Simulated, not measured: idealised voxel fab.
Title: Process Module voxel trench capacitor
Displayed cross-section: cut, width of 185 nm, square cells sized 5 nm.
A cross-section is a grid of square cells, given in bands from the top down. A band is one or more rows of cells. Quick guide to a band line: top height, bottom height (nm) up front; then every material left to right with its width in nm. Only one material and it's marked "edge to edge"? Then it fills the band edge to edge. And "blank" just means empty space. Height reference: 0 = level under which incoming wafer is all one material. Lowest band: no bottom, runs on downward, e.g. "0 and below". A two-number width, for instance "30->40", indicates that the width is equal to the first number in the top row of the band and to the second number in the bottom row, and that it changes by a constant amount per row of cells. Where a step carries "no alterations made", the cross-section came out of it unchanged, cell for cell. Entry "Catalogued sealed voids" = empty spaces >= 8 cells with no open way to the top; each as width x height at distance, distance from left edge, all nm. Whatever follows a step's settings on its line is a remark the simulator itself makes about that step. You can add "overlay nm" to a step's line. For a step with a mask, it describes how far the mask lay to the right of its planned position, and a negative number describes a lay to the left.
[List of planned process steps]
1. op RECEIVE | material Si
2. op CONFORMAL_DEP | material SiN | thk nm 10
3. op PATTERN | tone open | mask id TRENCH | material resist | width nm 15 | pitch nm 40 | thk nm 15 | overlay nm 0
4. op DIRECTIONAL_ETCH | etch materials SiN | depth nm 10
5. op DIRECTIONAL_ETCH | etch materials Si | depth nm 30
6. op STRIP | etch materials resist
7. op CONFORMAL_DEP | material Al2O3 | thk nm 5
8. op FILL_DEP | material polySi | thk nm 5
9. op CMP | height nm 10
[First out of two wafers; run went to plan]
[as received, after step 1]
	0 and below = Si edge to edge
	Catalogued sealed voids: none
[Step 2 complete: cross-section through the wafer]
	10 down to 0 = SiN edge to edge
	Whatever lies below 0 is exactly as it was before.
[Step 3 complete: cross-section through the wafer]
	25 down to 10 = 25 of resist  15 of blank  25 of resist  15 of blank  25 of resist  15 of blank  25 of resist  15 of blank  25 of resist
	Whatever lies below 10 is exactly as it was before.
[Step 4 complete: cross-section through the wafer]
	25 down to 10 = 25 of resist  15 of blank  25 of resist  15 of blank  25 of resist  15 of blank  25 of resist  15 of blank  25 of resist
	10 down to 0 = 25 of SiN  15 of blank  25 of SiN  15 of blank  25 of SiN  15 of blank  25 of SiN  15 of blank  25 of SiN
	Whatever lies below 0 is exactly as it was before.
[Step 5 complete: cross-section through the wafer]
	25 down to 10 = 25 of resist  15 of blank  25 of resist  15 of blank  25 of resist  15 of blank  25 of resist  15 of blank  25 of resist
	10 down to 0 = 25 of SiN  15 of blank  25 of SiN  15 of blank  25 of SiN  15 of blank  25 of SiN  15 of blank  25 of SiN
	0 down to -30 = 25 of Si  15 of blank  25 of Si  15 of blank  25 of Si  15 of blank  25 of Si  15 of blank  25 of Si
	Whatever lies below -30 is exactly as it was before.
[Step 6 complete: cross-section through the wafer]
	10 down to 0 = 25 of SiN  15 of blank  25 of SiN  15 of blank  25 of SiN  15 of blank  25 of SiN  15 of blank  25 of SiN
	Whatever lies below 0 is exactly as it was before.
[Step 7 complete: cross-section through the wafer]
	15 down to 10 = 30 of Al2O3  5 of blank  35 of Al2O3  5 of blank  35 of Al2O3  5 of blank  35 of Al2O3  5 of blank  30 of Al2O3
	10 down to 0 = 25 of SiN  5 of Al2O3  5 of blank  5 of Al2O3  25 of SiN  5 of Al2O3  5 of blank  5 of Al2O3  25 of SiN  5 of Al2O3  5 of blank  5 of Al2O3  25 of SiN  5 of Al2O3  5 of blank  5 of Al2O3  25 of SiN
	0 down to -25 = 25 of Si  5 of Al2O3  5 of blank  5 of Al2O3  25 of Si  5 of Al2O3  5 of blank  5 of Al2O3  25 of Si  5 of Al2O3  5 of blank  5 of Al2O3  25 of Si  5 of Al2O3  5 of blank  5 of Al2O3  25 of Si
	-25 down to -30 = 25 of Si  15 of Al2O3  25 of Si  15 of Al2O3  25 of Si  15 of Al2O3  25 of Si  15 of Al2O3  25 of Si
	Whatever lies below -30 is exactly as it was before.
[Step 8 complete: cross-section through the wafer]
	20 down to 15 = polySi edge to edge
	15 down to 10 = 30 of Al2O3  5 of polySi  35 of Al2O3  5 of polySi  35 of Al2O3  5 of polySi  35 of Al2O3  5 of polySi  30 of Al2O3
	10 down to 0 = 25 of SiN  5 of Al2O3  5 of polySi  5 of Al2O3  25 of SiN  5 of Al2O3  5 of polySi  5 of Al2O3  25 of SiN  5 of Al2O3  5 of polySi  5 of Al2O3  25 of SiN  5 of Al2O3  5 of polySi  5 of Al2O3  25 of SiN
	0 down to -25 = 25 of Si  5 of Al2O3  5 of polySi  5 of Al2O3  25 of Si  5 of Al2O3  5 of polySi  5 of Al2O3  25 of Si  5 of Al2O3  5 of polySi  5 of Al2O3  25 of Si  5 of Al2O3  5 of polySi  5 of Al2O3  25 of Si
	Whatever lies below -25 is exactly as it was before.
[Step 9 complete: cross-section through the wafer]
	10 down to 0 = 25 of SiN  5 of Al2O3  5 of polySi  5 of Al2O3  25 of SiN  5 of Al2O3  5 of polySi  5 of Al2O3  25 of SiN  5 of Al2O3  5 of polySi  5 of Al2O3  25 of SiN  5 of Al2O3  5 of polySi  5 of Al2O3  25 of SiN
	Whatever lies below 0 is exactly as it was before.
[Second wafer: same start and same plan as the first, one execution error; identical to the first through step 2]
[Second wafer cross-section, taken as of the time the plan sets for step 3 to be done]
	25 down to 10 = 25 of blank  15 of resist  25 of blank  15 of resist  25 of blank  15 of resist  25 of blank  15 of resist  25 of blank
	Whatever lies below 10 is exactly as it was before.
[Second wafer cross-section, taken as of the time the plan sets for step 4 to be done]
	25 down to 10 = 25 of blank  15 of resist  25 of blank  15 of resist  25 of blank  15 of resist  25 of blank  15 of resist  25 of blank
	10 down to 0 = 25 of blank  15 of SiN  25 of blank  15 of SiN  25 of blank  15 of SiN  25 of blank  15 of SiN  25 of blank
	Whatever lies below 0 is exactly as it was before.
[Second wafer cross-section, taken as of the time the plan sets for step 5 to be done]
	25 down to 10 = 25 of blank  15 of resist  25 of blank  15 of resist  25 of blank  15 of resist  25 of blank  15 of resist  25 of blank
	10 down to 0 = 25 of blank  15 of SiN  25 of blank  15 of SiN  25 of blank  15 of SiN  25 of blank  15 of SiN  25 of blank
	0 down to -30 = 25 of blank  15 of Si  25 of blank  15 of Si  25 of blank  15 of Si  25 of blank  15 of Si  25 of blank
	Whatever lies below -30 is exactly as it was before.
[Second wafer cross-section, taken as of the time the plan sets for step 6 to be done]
	10 down to 0 = 25 of blank  15 of SiN  25 of blank  15 of SiN  25 of blank  15 of SiN  25 of blank  15 of SiN  25 of blank
	Whatever lies below 0 is exactly as it was before.
[Second wafer cross-section, taken as of the time the plan sets for step 7 to be done]
	15 down to 10 = 20 of blank  25 of Al2O3  15 of blank  25 of Al2O3  15 of blank  25 of Al2O3  15 of blank  25 of Al2O3  20 of blank
	10 down to 0 = 20 of blank  5 of Al2O3  15 of SiN  5 of Al2O3  15 of blank  5 of Al2O3  15 of SiN  5 of Al2O3  15 of blank  5 of Al2O3  15 of SiN  5 of Al2O3  15 of blank  5 of Al2O3  15 of SiN  5 of Al2O3  20 of blank
	0 down to -25 = 20 of blank  5 of Al2O3  15 of Si  5 of Al2O3  15 of blank  5 of Al2O3  15 of Si  5 of Al2O3  15 of blank  5 of Al2O3  15 of Si  5 of Al2O3  15 of blank  5 of Al2O3  15 of Si  5 of Al2O3  20 of blank
	-25 down to -30 = 25 of Al2O3  15 of Si  25 of Al2O3  15 of Si  25 of Al2O3  15 of Si  25 of Al2O3  15 of Si  25 of Al2O3
	Whatever lies below -30 is exactly as it was before.
[Second wafer cross-section, taken as of the time the plan sets for step 8 to be done]
	20 down to 15 = polySi edge to edge
	15 down to 10 = 20 of polySi  25 of Al2O3  15 of polySi  25 of Al2O3  15 of polySi  25 of Al2O3  15 of polySi  25 of Al2O3  20 of polySi
	10 down to 0 = 20 of polySi  5 of Al2O3  15 of SiN  5 of Al2O3  15 of polySi  5 of Al2O3  15 of SiN  5 of Al2O3  15 of polySi  5 of Al2O3  15 of SiN  5 of Al2O3  15 of polySi  5 of Al2O3  15 of SiN  5 of Al2O3  20 of polySi
	0 down to -25 = 20 of polySi  5 of Al2O3  15 of Si  5 of Al2O3  15 of polySi  5 of Al2O3  15 of Si  5 of Al2O3  15 of polySi  5 of Al2O3  15 of Si  5 of Al2O3  15 of polySi  5 of Al2O3  15 of Si  5 of Al2O3  20 of polySi
	Whatever lies below -25 is exactly as it was before.
[Second wafer cross-section, taken as of the time the plan sets for step 9 to be done]
	10 down to 0 = 20 of polySi  5 of Al2O3  15 of SiN  5 of Al2O3  15 of polySi  5 of Al2O3  15 of SiN  5 of Al2O3  15 of polySi  5 of Al2O3  15 of SiN  5 of Al2O3  15 of polySi  5 of Al2O3  15 of SiN  5 of Al2O3  20 of polySi
	Whatever lies below 0 is exactly as it was before.
The mistake made against the process plan was this: so step 3 ended up running with a different setting than we planned, it ran as op PATTERN | tone cover | mask id TRENCH | material resist | width nm 15 | pitch nm 40 | thk nm 15 | overlay nm 0
Looking at both finished wafers in cells, the second ends up ahead of or behind the first on some materials: Al2O3: 13 more, Si: 78 fewer, SiN: 26 fewer, polySi: 91 more
